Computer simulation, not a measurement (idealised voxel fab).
Process module in this document: voxel air gaps
Pictured: cross-section cut, 280 nm wide, on a grid of 5 nm square cells.
Cross-section, as written here: a square-cell grid given band by band from the top down, where a band holds one or more rows of cells. A band entry consists of two parts. The first gives the height of the band's top and the height of its bottom, in nm. The rest lists the band's materials from left to right, each with its width in nm. A single material labelled with the word "everywhere" fills the band from edge to edge, and the word "empty" marks empty space. Zero point of the height axis is 0; under it, received wafer = one material. Lowest band: continues down indefinitely, "z 0 and below". Width "30 to 40": first value at the band's top row of cells, second value at its bottom row, equal change from row to row. When a step is marked "no change occurred", none of the cells in the cross-section changed during that step. Entry "Fully sealed cavities". Content: empty spaces with no open connection to the top, size 8 cells or greater. Each: width x height at distance. Distance: from left edge. Unit: nm. Anything after a step's settings on that line? It's the simulator's own note about the step. overlay nm: on a step with a mask, how far right of its planned place the mask lay; negative means left.

THIS SECTION LISTS THE PROCESS STEPS THAT WERE PLANNED
1) RECEIVE | material Si
2) CONFORMAL_DEP | material SiO2 | thk nm 10
3) CONFORMAL_DEP | material SiCN | thk nm 5
4) DIRECTIONAL_DEP | material lowk | thk nm 35
5) MASKED_ETCH | tone open | mask id LINES | width nm 15 | pitch nm 40 | etch materials lowk | depth nm 35 | overlay nm 0
6) CONFORMAL_DEP | material TiN | thk nm 5
7) FILL_DEP | material W | thk nm 10
8) CMP | height nm 50
9) EPI | material Ru | thk nm 10
10) SELECTIVE_ETCH | etch materials lowk | depth nm 45
11) CONFORMAL_DEP | material SiCN | thk nm 5
Same starting wafers, different thk nm at step 6. Plan value belongs to the first wafer.

CROSS-SECTION OF THE FIRST INCOMING WAFER OF SEVERAL, STATE AFTER STEP 1
  z 0 and below  Si everywhere
  Fully sealed cavities: none

TAKE A LOOK AT THE FIRST OF SEVERAL WAFERS IN CROSS-SECTION: THE MODULE IS DONE, AND STEP 11 WAS ITS LAST STEP
  z 65 to 60  empty (55)  SiCN (165)  empty (60)
  z 60 to 50  empty (55)  SiCN (5)  Ru (35)  SiCN (5)  Ru (35)  SiCN (5)  Ru (35)  SiCN (5)  Ru (35)  SiCN (5)  empty (60)
  z 50 to 45  empty (55)  SiCN (15)  TiN (5)  W (5)  TiN (5)  SiCN (25)  TiN (5)  W (5)  TiN (5)  SiCN (25)  TiN (5)  W (5)  TiN (5)  SiCN (25)  TiN (5)  W (5)  TiN (5)  SiCN (15)  empty (60)
  z 45 to 20  empty (65)  SiCN (5)  TiN (5)  W (5)  TiN (5)  SiCN (5)  empty (15)  SiCN (5)  TiN (5)  W (5)  TiN (5)  SiCN (5)  empty (15)  SiCN (5)  TiN (5)  W (5)  TiN (5)  SiCN (5)  empty (15)  SiCN (5)  TiN (5)  W (5)  TiN (5)  SiCN (5)  empty (70)
  z 20 to 15  SiCN (70)  TiN (15)  SiCN (25)  TiN (15)  SiCN (25)  TiN (15)  SiCN (25)  TiN (15)  SiCN (75)
  z 15 to 10  SiCN everywhere
  z 10 to 0  SiO2 everywhere
  z 0 and below  Si everywhere
  Fully sealed cavities: 15 x 25 at 90; 15 x 25 at 130; 15 x 25 at 170

HERE WE CROSS-SECTIONED THE LAST OF THE WAFERS ONCE THE MODULE WAS DONE
  z 65 to 60  empty (55)  SiCN (165)  empty (60)
  z 60 to 50  empty (55)  SiCN (5)  Ru (35)  SiCN (5)  Ru (35)  SiCN (5)  Ru (35)  SiCN (5)  Ru (35)  SiCN (5)  empty (60)
  z 50 to 45  empty (55)  SiCN (15)  TiN (15)  SiCN (25)  TiN (15)  SiCN (25)  TiN (15)  SiCN (25)  TiN (15)  SiCN (15)  empty (60)
  z 45 to 20  empty (65)  SiCN (5)  TiN (15)  SiCN (5)  empty (15)  SiCN (5)  TiN (15)  SiCN (5)  empty (15)  SiCN (5)  TiN (15)  SiCN (5)  empty (15)  SiCN (5)  TiN (15)  SiCN (5)  empty (70)
  z 20 to 15  SiCN (70)  TiN (15)  SiCN (25)  TiN (15)  SiCN (25)  TiN (15)  SiCN (25)  TiN (15)  SiCN (75)
  z 15 to 10  SiCN everywhere
  z 10 to 0  SiO2 everywhere
  z 0 and below  Si everywhere
  Fully sealed cavities: 15 x 25 at 90; 15 x 25 at 130; 15 x 25 at 170

TABLE: WAFERS, A ROW EACH; END-OF-MODULE CELL CHANGE PER MATERIAL SINCE RECEIPT, GAIN (+), LOSS (-); THEN CLOSED VOIDS
thk nm 5; +56 Ru; +204 SiCN; +112 SiO2; +60 TiN; +24 W; Fully sealed cavities: 15 x 25 at 90; 15 x 25 at 130; 15 x 25 at 170
thk nm 10; +56 Ru; +204 SiCN; +112 SiO2; +84 TiN; Fully sealed cavities: 15 x 25 at 90; 15 x 25 at 130; 15 x 25 at 170
thk nm 15; +56 Ru; +204 SiCN; +112 SiO2; +84 TiN; Fully sealed cavities: 15 x 25 at 90; 15 x 25 at 130; 15 x 25 at 170
thk nm 20; +56 Ru; +204 SiCN; +112 SiO2; +84 TiN; Fully sealed cavities: 15 x 25 at 90; 15 x 25 at 130; 15 x 25 at 170
